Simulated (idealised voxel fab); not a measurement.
This is a process module. Its name is voxel trench capacitor.
Displayed cross-section: cut, width of 245 nm, square cells sized 5 nm.
Cross-section spec: square-cell grid; bands listed top down; each band is one or more rows. Top, bottom (nm), then materials left to right with widths (nm); lone material tagged "everywhere" fills the whole band edge to edge; "empty" = empty space. Ref level 0: as-received wafer is one material below here. Bottom band extends down with no lower bound ("top 0, no bottom"). The two numbers in a width such as "30->40" mark its ends across the band: the first belongs to the top row of cells, the second to the bottom row, and from each row to the next the width moves by the same amount. Step note "no change" = no cross-section cell changed. Look at "Enclosed void listing" for the closed voids: empty spaces with no open path to the top, sized 8 cells or up. Each is width x height at distance, distance from the left edge, all nm. Anything after a step's settings on that line? It's the simulator's own note about the step. The optional step-line setting "overlay nm" applies to steps with a mask and quantifies how far to the right of its planned location the mask lay, a negative value indicating leftward placement.
### The planned process steps are enumerated hereunder
| 1 | op RECEIVE | material Si |
| 2 | op CONFORMAL_DEP | material SiN | thk nm 10 |
| 3 | op DIRECTIONAL_DEP | material aC | thk nm 10 |
| 4 | op PATTERN | tone open | mask id TRENCH | material resist | width nm 15 | pitch nm 40 | thk nm 30 | overlay nm 0 |
| 5 | op DIRECTIONAL_ETCH | etch materials aC | depth nm 10 |
| 6 | op STRIP | etch materials resist |
| 7 | op DIRECTIONAL_ETCH | etch materials SiN | depth nm 10 |
| 8 | op DIRECTIONAL_ETCH | etch materials Si | depth nm 35 |
| 9 | op STRIP | etch materials aC |
| 10 | op CONFORMAL_DEP | material Al2O3 | thk nm 5 |
| 11 | op FILL_DEP | material polySi | thk nm 10 |
| 12 | op CMP | height nm 10 |
### What follows covers the first of two wafers; it ran as planned
### As-received state of the wafer in cross-section, equivalent to post-step 1
top 0, no bottom = Si everywhere
Enclosed void listing: none
### So this is the wafer cross-section right after step 2
top 10, bottom 0 = SiN everywhere
Anything lower than 0 is untouched.
### So this is the wafer cross-section right after step 3
top 20, bottom 10 = aC everywhere
Anything lower than 10 is untouched.
### So this is the wafer cross-section right after step 4
top 50, bottom 20 = resist 75 nm, then empty 15 nm, then resist 25 nm, then empty 15 nm, then resist 25 nm, then empty 15 nm, then resist 75 nm
Anything lower than 20 is untouched.
### So this is the wafer cross-section right after step 5
top 40, bottom 20 = resist 75 nm, then empty 15 nm, then resist 25 nm, then empty 15 nm, then resist 25 nm, then empty 15 nm, then resist 75 nm
top 20, bottom 10 = aC 75 nm, then empty 15 nm, then aC 25 nm, then empty 15 nm, then aC 25 nm, then empty 15 nm, then aC 75 nm
Anything lower than 10 is untouched.
### So this is the wafer cross-section right after step 6
top 20, bottom 10 = aC 75 nm, then empty 15 nm, then aC 25 nm, then empty 15 nm, then aC 25 nm, then empty 15 nm, then aC 75 nm
Anything lower than 10 is untouched.
### So this is the wafer cross-section right after step 7
top 20, bottom 10 = aC 75 nm, then empty 15 nm, then aC 25 nm, then empty 15 nm, then aC 25 nm, then empty 15 nm, then aC 75 nm
top 10, bottom 0 = SiN 75 nm, then empty 15 nm, then SiN 25 nm, then empty 15 nm, then SiN 25 nm, then empty 15 nm, then SiN 75 nm
Anything lower than 0 is untouched.
### So this is the wafer cross-section right after step 8
top 20, bottom 10 = aC 75 nm, then empty 15 nm, then aC 25 nm, then empty 15 nm, then aC 25 nm, then empty 15 nm, then aC 75 nm
top 10, bottom 0 = SiN 75 nm, then empty 15 nm, then SiN 25 nm, then empty 15 nm, then SiN 25 nm, then empty 15 nm, then SiN 75 nm
top 0, bottom -35 = Si 75 nm, then empty 15 nm, then Si 25 nm, then empty 15 nm, then Si 25 nm, then empty 15 nm, then Si 75 nm
Anything lower than -35 is untouched.
### So this is the wafer cross-section right after step 9
top 10, bottom 0 = SiN 75 nm, then empty 15 nm, then SiN 25 nm, then empty 15 nm, then SiN 25 nm, then empty 15 nm, then SiN 75 nm
Anything lower than 0 is untouched.
### So this is the wafer cross-section right after step 10
top 15, bottom 10 = Al2O3 80 nm, then empty 5 nm, then Al2O3 35 nm, then empty 5 nm, then Al2O3 35 nm, then empty 5 nm, then Al2O3 80 nm
top 10, bottom 0 = SiN 75 nm, then Al2O3 5 nm, then empty 5 nm, then Al2O3 5 nm, then SiN 25 nm, then Al2O3 5 nm, then empty 5 nm, then Al2O3 5 nm, then SiN 25 nm, then Al2O3 5 nm, then empty 5 nm, then Al2O3 5 nm, then SiN 75 nm
top 0, bottom -30 = Si 75 nm, then Al2O3 5 nm, then empty 5 nm, then Al2O3 5 nm, then Si 25 nm, then Al2O3 5 nm, then empty 5 nm, then Al2O3 5 nm, then Si 25 nm, then Al2O3 5 nm, then empty 5 nm, then Al2O3 5 nm, then Si 75 nm
top -30, bottom -35 = Si 75 nm, then Al2O3 15 nm, then Si 25 nm, then Al2O3 15 nm, then Si 25 nm, then Al2O3 15 nm, then Si 75 nm
Anything lower than -35 is untouched.
### So this is the wafer cross-section right after step 11
top 25, bottom 15 = polySi everywhere
top 15, bottom 10 = Al2O3 80 nm, then polySi 5 nm, then Al2O3 35 nm, then polySi 5 nm, then Al2O3 35 nm, then polySi 5 nm, then Al2O3 80 nm
top 10, bottom 0 = SiN 75 nm, then Al2O3 5 nm, then polySi 5 nm, then Al2O3 5 nm, then SiN 25 nm, then Al2O3 5 nm, then polySi 5 nm, then Al2O3 5 nm, then SiN 25 nm, then Al2O3 5 nm, then polySi 5 nm, then Al2O3 5 nm, then SiN 75 nm
top 0, bottom -30 = Si 75 nm, then Al2O3 5 nm, then polySi 5 nm, then Al2O3 5 nm, then Si 25 nm, then Al2O3 5 nm, then polySi 5 nm, then Al2O3 5 nm, then Si 25 nm, then Al2O3 5 nm, then polySi 5 nm, then Al2O3 5 nm, then Si 75 nm
Anything lower than -30 is untouched.
### So this is the wafer cross-section right after step 12
top 10, bottom 0 = SiN 75 nm, then Al2O3 5 nm, then polySi 5 nm, then Al2O3 5 nm, then SiN 25 nm, then Al2O3 5 nm, then polySi 5 nm, then Al2O3 5 nm, then SiN 25 nm, then Al2O3 5 nm, then polySi 5 nm, then Al2O3 5 nm, then SiN 75 nm
Anything lower than 0 is untouched.
### The second wafer began exactly as the first did and followed the same plan, but one mistake was made while running it; through step 11 inclusive, the two wafers are identical
### Cross-sectional representation of the second wafer at the time designated in the plan for the completion of step 12
top 10, bottom 0 = SiN 75 nm, then Al2O3 5 nm, then polySi 5 nm, then Al2O3 5 nm, then SiN 25 nm, then Al2O3 5 nm, then polySi 5 nm, then Al2O3 5 nm, then SiN 25 nm, then Al2O3 5 nm, then polySi 5 nm, then Al2O3 5 nm, then SiN 75 nm
Anything lower than 0 is untouched.
Finding, execution versus plan: step 12 from the plan got run twice
Result: same final cross-section on the two wafers, so no effect from the mistake in this model.
